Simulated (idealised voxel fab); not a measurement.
The process module presented herein is designated voxel ribs on slabs.
Cross-sectional view cut (width: 200 nm; square cell size: 5 nm).
Reading order for cross-sections: top band down to bottom band. Underlying form: a grid of square cells. Band size: one or more rows of cells.
Top, bottom (nm), then materials left to right with widths (nm); lone material tagged "edge to edge" fills the whole band edge to edge; "air" = empty space.
Beneath 0, the wafer as received is one material, and that level is where height counting begins. The lowest band goes on downward without a bottom; it is written like "z 0 and below".
Top row gets the first number, bottom row gets the second, and each row in between changes by the same step: that is how a band width like "30 to 40" works.
Any step labelled "changes: none" changed none of the cells in the cross-section.
Basically, "Closed empty spaces" tells you about the enclosed voids: empty spaces with no open way to the top, 8 cells or bigger, each written width x height at distance, where distance is from the left edge, all in nm.
That trailing text on a step's line, after the settings, is the simulator's own remark on the step.
Steps that use a mask can have "overlay nm" on their line. It says how far the mask sat to the right of where it was meant to be. Negative means to the left.
[Listed below are the process steps as planned]
- 1: RECEIVE: material Si
- 2: DIRECTIONAL_DEP: material SiO2, thk nm 20
- 3: DIRECTIONAL_DEP: material polySi, thk nm 15
- 4: DIRECTIONAL_DEP: material aC, thk nm 10
- 5: PATTERN: tone cover, mask id RIB, material resist, width nm 30, thk nm 30, overlay nm 0
- 6: DIRECTIONAL_ETCH: etch materials aC, depth nm 10
- 7: STRIP: etch materials resist
- 8: DIRECTIONAL_ETCH: etch materials polySi, depth nm 10
- 9: STRIP: etch materials aC
- 10: MASKED_ETCH: tone cover, mask id SLAB, width nm 60, etch materials polySi, depth nm 5, overlay nm 0
- 11: FILL_DEP: material SiO2, thk nm 20
- 12: CMP: height nm 45
- 13: DIRECTIONAL_DEP: material TiN, thk nm 10
- 14: DIRECTIONAL_DEP: material aC, thk nm 10
- 15: PATTERN: tone cover, mask id HEATER, material resist, width nm 40, thk nm 30, overlay nm 0
- 16: DIRECTIONAL_ETCH: etch materials aC, depth nm 10
- 17: STRIP: etch materials resist
- 18: DIRECTIONAL_ETCH: etch materials TiN, depth nm 10
- 19: STRIP: etch materials aC
- 20: CONFORMAL_DEP: material SiO2, thk nm 5
[Cross-section of the incoming wafer, state after step 1]
* z 0 and below  Si edge to edge
* Closed empty spaces: none
[Module complete - cross-section of the first of two wafers, run according to plan]
* z 60 to 55  air (75) | SiO2 (50) | air (75)
* z 55 to 50  air (75) | SiO2 (5) | TiN (40) | SiO2 (5) | air (75)
* z 50 to 45  SiO2 (80) | TiN (40) | SiO2 (80)
* z 45 to 35  SiO2 edge to edge
* z 35 to 25  SiO2 (85) | polySi (30) | SiO2 (85)
* z 25 to 20  SiO2 (70) | polySi (60) | SiO2 (70)
* z 20 to 0  SiO2 edge to edge
* z 0 and below  Si edge to edge
* Closed empty spaces: none
[Cross-section, wafer two of two, end of module: same start and plan as wafer one, one error in execution]
* z 60 to 55  air (75) | SiO2 (50) | air (75)
* z 55 to 50  air (75) | SiO2 (5) | TiN (40) | SiO2 (5) | air (75)
* z 50 to 45  SiO2 (80) | TiN (40) | SiO2 (80)
* z 45 to 40  SiO2 (70) | polySi (60) | SiO2 (70)
* z 40 to 0  SiO2 edge to edge
* z 0 and below  Si edge to edge
* Closed empty spaces: none
The mistake made against the process plan was this: twice over, step 2 of the plan was run
At the finish, the second wafer shows more or fewer cells for some materials than the first does: SiO2: 12 more; polySi: 12 fewer
